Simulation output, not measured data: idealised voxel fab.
You're looking at the process module voxel plated lines.
Cross-section cut spans 230 nm and uses square cells 5 nm in size.
A cross-section is a grid of square cells, given in bands from the top down. A band is one or more rows of cells.
Quick guide to a band line: top height, bottom height (nm) up front; then every material left to right with its width in nm. Only one material and it's marked "edge to edge"? Then it fills the band edge to edge. And "blank" just means empty space.
We count height from 0. Below that, the starting wafer is all one material. The lowest band never ends at the bottom but goes on down; see "0 -> down" for how that is written.
You'd read "30..40" like this: the band's top row of cells is as wide as the first number, its bottom row is as wide as the second, and going down, every row changes width by the same amount as the row before did.
A step reported as "identical to before" is a step in which no cell of the cross-section changed.
Empty spaces counting at least 8 cells and having no open way to the top are listed in "Closed void table". The notation width x height at distance is used for each, the distance being from the left edge and all three values in nm.
Formally, on a step line, whatever follows the settings is a remark that the simulator itself makes on the step.
If you see "overlay nm" on a step's line and that step has a mask, it's telling you how far right of where it was planned the mask ended up; a negative number means it went left instead.
**Steps in the process plan**
step 1: RECEIVE | material Si
step 2: CONFORMAL_DEP | material Al2O3 | thk nm 5
step 3: DIRECTIONAL_DEP | material TiN | thk nm 5
step 4: PATTERN | tone open | mask id LINES | material resist | width nm 20 | pitch nm 45 | thk nm 35 | overlay nm 0
step 5: EPI | material Ru | thk nm 10
step 6: EPI | material Ru | thk nm 5
step 7: EPI | material Ru | thk nm 5
step 8: STRIP | etch materials resist
step 9: DIRECTIONAL_ETCH | etch materials TiN | depth nm 5
step 10: CONFORMAL_DEP | material SiO2 | thk nm 5
**What follows covers the first of two wafers; it ran as planned**
**Cross-section of the wafer as it came to us, i.e., already through step 1**
- 0 -> down | Si edge to edge
- Closed void table: none
**Take a look at the wafer's cross-section after step 2**
- 5 -> 0 | Al2O3 edge to edge
- Everything below 0 is unchanged.
**Take a look at the wafer's cross-section after step 3**
- 10 -> 5 | TiN edge to edge
- Everything below 5 is unchanged.
**Take a look at the wafer's cross-section after step 4**
- 45 -> 10 | resist (35), then blank (20), then resist (25), then blank (20), then resist (25), then blank (20), then resist (25), then blank (20), then resist (40)
- Everything below 10 is unchanged.
**Take a look at the wafer's cross-section after step 5**
- 45 -> 20 | resist (35), then blank (20), then resist (25), then blank (20), then resist (25), then blank (20), then resist (25), then blank (20), then resist (40)
- 20 -> 10 | resist (35), then Ru (20), then resist (25), then Ru (20), then resist (25), then Ru (20), then resist (25), then Ru (20), then resist (40)
- Everything below 10 is unchanged.
**Take a look at the wafer's cross-section after step 6**
- 45 -> 25 | resist (35), then blank (20), then resist (25), then blank (20), then resist (25), then blank (20), then resist (25), then blank (20), then resist (40)
- 25 -> 10 | resist (35), then Ru (20), then resist (25), then Ru (20), then resist (25), then Ru (20), then resist (25), then Ru (20), then resist (40)
- Everything below 10 is unchanged.
**Take a look at the wafer's cross-section after step 7**
- 45 -> 30 | resist (35), then blank (20), then resist (25), then blank (20), then resist (25), then blank (20), then resist (25), then blank (20), then resist (40)
- 30 -> 10 | resist (35), then Ru (20), then resist (25), then Ru (20), then resist (25), then Ru (20), then resist (25), then Ru (20), then resist (40)
- Everything below 10 is unchanged.
**Take a look at the wafer's cross-section after step 8**
- 30 -> 10 | blank (35), then Ru (20), then blank (25), then Ru (20), then blank (25), then Ru (20), then blank (25), then Ru (20), then blank (40)
- Everything below 10 is unchanged.
**Take a look at the wafer's cross-section after step 9**
- 30 -> 10 | blank (35), then Ru (20), then blank (25), then Ru (20), then blank (25), then Ru (20), then blank (25), then Ru (20), then blank (40)
- 10 -> 5 | blank (35), then TiN (20), then blank (25), then TiN (20), then blank (25), then TiN (20), then blank (25), then TiN (20), then blank (40)
- Everything below 5 is unchanged.
**Take a look at the wafer's cross-section after step 10**
- 35 -> 30 | blank (30), then SiO2 (30), then blank (15), then SiO2 (30), then blank (15), then SiO2 (30), then blank (15), then SiO2 (30), then blank (35)
- 30 -> 10 | blank (30), then SiO2 (5), then Ru (20), then SiO2 (5), then blank (15), then SiO2 (5), then Ru (20), then SiO2 (5), then blank (15), then SiO2 (5), then Ru (20), then SiO2 (5), then blank (15), then SiO2 (5), then Ru (20), then SiO2 (5), then blank (35)
- 10 -> 5 | SiO2 (35), then TiN (20), then SiO2 (25), then TiN (20), then SiO2 (25), then TiN (20), then SiO2 (25), then TiN (20), then SiO2 (40)
- Everything below 5 is unchanged.
**Now the other wafer: same start, same recipe, but we messed up one thing when running it. Up to and including step 2 it's the same as the first one**
Cross-sectional view of the second wafer at the intended end time of process step 3: identical to before
**Cross-sectional view of the second wafer at the intended end time of process step 4**
- 40 -> 5 | resist (35), then blank (20), then resist (25), then blank (20), then resist (25), then blank (20), then resist (25), then blank (20), then resist (40)
- Everything below 5 is unchanged.
Cross-sectional view of the second wafer at the intended end time of process step 5: identical to before
Cross-sectional view of the second wafer at the intended end time of process step 6: identical to before
Cross-sectional view of the second wafer at the intended end time of process step 7: identical to before
**Cross-sectional view of the second wafer at the intended end time of process step 8**
- 5 -> 0 | Al2O3 edge to edge
- Everything below 0 is unchanged.
Cross-sectional view of the second wafer at the intended end time of process step 9: identical to before
**Cross-sectional view of the second wafer at the intended end time of process step 10**
- 10 -> 5 | SiO2 edge to edge
- Everything below 5 is unchanged.
What was the processing mistake? step 3 of the plan was omitted and not executed
Bottom line after processing is that, in cells, the second wafer is up or down on some materials versus the first: -64 Ru; -40 SiO2; -16 TiN
